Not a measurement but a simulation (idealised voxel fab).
Process module, titled voxel plated lines
Shown is cross-section cut, with a width of 220 nm and square cells of size 5 nm.
Notation: cross-section as square-cell grid; stated in bands, top first, going down; one or more cell rows per band.
Read a band's entry like this: the first values are the height of its top and the height of its bottom in nm, and what follows is the sequence of materials from left to right, each with its width in nm. Note that "blank" is empty space, and that a single material marked "all across" reaches across the band from edge to edge.
Measure heights from 0. That's the level where, below it, the as-received wafer is all one material. The lowest band is bottomless and extends downward; write it as in "z 0 and below".
Width "30 to 40": first value at the band's top row of cells, second value at its bottom row, equal change from row to row.
"no alterations made" -> step changed no cross-section cell.
Heads up: "Listed closed voids" only lists the empty pockets with no open path to the top that are 8 cells or more, and it writes them as width x height at distance, distance from the left edge, in nm.
Past the settings on a step's line: simulator remark, on that step.
Regarding "overlay nm": on a step with a mask, it is the distance the mask lay to the right of its planned place; a negative value places it to the left.
Set out below are the planned steps of the process
1,op RECEIVE | material Si
2,op CONFORMAL_DEP | material Al2O3 | thk nm 15
3,op DIRECTIONAL_DEP | material TiN | thk nm 5
4,op PATTERN | tone open | mask id LINES | material resist | width nm 15 | pitch nm 30 | thk nm 40 | overlay nm 0
5,op EPI | material Ru | thk nm 5
6,op EPI | material Ru | thk nm 10
7,op EPI | material Ru | thk nm 5
8,op STRIP | etch materials resist
9,op DIRECTIONAL_ETCH | etch materials TiN | depth nm 5
10,op CONFORMAL_DEP | material SiCN | thk nm 5
What follows covers the first of two wafers; it ran as planned
Wafer at receipt (post step 1), cross-section
    z 0 and below = Si all across
    Listed closed voids: none
Wafer section view after processing step 2
    z 15 to 0 = Al2O3 all across
    Below a height of 0, the structure has not been altered.
Wafer section view after processing step 3
    z 20 to 15 = TiN all across
    Below a height of 15, the structure has not been altered.
Wafer section view after processing step 4
    z 60 to 20 = resist=70 / blank=15 / resist=15 / blank=15 / resist=15 / blank=15 / resist=75
    Below a height of 20, the structure has not been altered.
Wafer section view after processing step 5
    z 60 to 25 = resist=70 / blank=15 / resist=15 / blank=15 / resist=15 / blank=15 / resist=75
    z 25 to 20 = resist=70 / Ru=15 / resist=15 / Ru=15 / resist=15 / Ru=15 / resist=75
    Below a height of 20, the structure has not been altered.
Wafer section view after processing step 6
    z 60 to 35 = resist=70 / blank=15 / resist=15 / blank=15 / resist=15 / blank=15 / resist=75
    z 35 to 20 = resist=70 / Ru=15 / resist=15 / Ru=15 / resist=15 / Ru=15 / resist=75
    Below a height of 20, the structure has not been altered.
Wafer section view after processing step 7
    z 60 to 40 = resist=70 / blank=15 / resist=15 / blank=15 / resist=15 / blank=15 / resist=75
    z 40 to 20 = resist=70 / Ru=15 / resist=15 / Ru=15 / resist=15 / Ru=15 / resist=75
    Below a height of 20, the structure has not been altered.
Wafer section view after processing step 8
    z 40 to 20 = blank=70 / Ru=15 / blank=15 / Ru=15 / blank=15 / Ru=15 / blank=75
    Below a height of 20, the structure has not been altered.
Wafer section view after processing step 9
    z 40 to 20 = blank=70 / Ru=15 / blank=15 / Ru=15 / blank=15 / Ru=15 / blank=75
    z 20 to 15 = blank=70 / TiN=15 / blank=15 / TiN=15 / blank=15 / TiN=15 / blank=75
    Below a height of 15, the structure has not been altered.
Wafer section view after processing step 10
    z 45 to 40 = blank=65 / SiCN=25 / blank=5 / SiCN=25 / blank=5 / SiCN=25 / blank=70
    z 40 to 20 = blank=65 / SiCN=5 / Ru=15 / SiCN=5 / blank=5 / SiCN=5 / Ru=15 / SiCN=5 / blank=5 / SiCN=5 / Ru=15 / SiCN=5 / blank=70
    z 20 to 15 = SiCN=70 / TiN=15 / SiCN=15 / TiN=15 / SiCN=15 / TiN=15 / SiCN=75
    Below a height of 15, the structure has not been altered.
It is to be noted that the second wafer proceeded from the same initial state and according to the same plan as the first, although one mistake was committed in its execution; through step 2, inclusive, the two wafers share an identical history
Second wafer cross-section, taken as of the time the plan sets for step 3 to be done
    z 30 to 15 = TiN all across
    Below a height of 15, the structure has not been altered.
Second wafer cross-section, taken as of the time the plan sets for step 4 to be done
    z 70 to 30 = resist=70 / blank=15 / resist=15 / blank=15 / resist=15 / blank=15 / resist=75
    Below a height of 30, the structure has not been altered.
Second wafer cross-section, taken as of the time the plan sets for step 5 to be done
    z 70 to 35 = resist=70 / blank=15 / resist=15 / blank=15 / resist=15 / blank=15 / resist=75
    z 35 to 30 = resist=70 / Ru=15 / resist=15 / Ru=15 / resist=15 / Ru=15 / resist=75
    Below a height of 30, the structure has not been altered.
Second wafer cross-section, taken as of the time the plan sets for step 6 to be done
    z 70 to 45 = resist=70 / blank=15 / resist=15 / blank=15 / resist=15 / blank=15 / resist=75
    z 45 to 30 = resist=70 / Ru=15 / resist=15 / Ru=15 / resist=15 / Ru=15 / resist=75
    Below a height of 30, the structure has not been altered.
Second wafer cross-section, taken as of the time the plan sets for step 7 to be done
    z 70 to 50 = resist=70 / blank=15 / resist=15 / blank=15 / resist=15 / blank=15 / resist=75
    z 50 to 30 = resist=70 / Ru=15 / resist=15 / Ru=15 / resist=15 / Ru=15 / resist=75
    Below a height of 30, the structure has not been altered.
Second wafer cross-section, taken as of the time the plan sets for step 8 to be done
    z 50 to 30 = blank=70 / Ru=15 / blank=15 / Ru=15 / blank=15 / Ru=15 / blank=75
    Below a height of 30, the structure has not been altered.
Second wafer cross-section, taken as of the time the plan sets for step 9 to be done
    z 50 to 30 = blank=70 / Ru=15 / blank=15 / Ru=15 / blank=15 / Ru=15 / blank=75
    z 30 to 25 = blank=70 / TiN=15 / blank=15 / TiN=15 / blank=15 / TiN=15 / blank=75
    Below a height of 25, the structure has not been altered.
Second wafer cross-section, taken as of the time the plan sets for step 10 to be done
    z 55 to 50 = blank=65 / SiCN=25 / blank=5 / SiCN=25 / blank=5 / SiCN=25 / blank=70
    z 50 to 30 = blank=65 / SiCN=5 / Ru=15 / SiCN=5 / blank=5 / SiCN=5 / Ru=15 / SiCN=5 / blank=5 / SiCN=5 / Ru=15 / SiCN=5 / blank=70
    z 30 to 25 = SiCN=70 / TiN=15 / SiCN=15 / TiN=15 / SiCN=15 / TiN=15 / SiCN=75
    Below a height of 25, the structure has not been altered.
What was the processing mistake? rather than as planned, step 3 actually ran as op DIRECTIONAL_DEP | material TiN | thk nm 15
Once processing is complete, comparing cell counts shows that the second wafer has more or fewer of certain materials than the first: 88 more of TiN
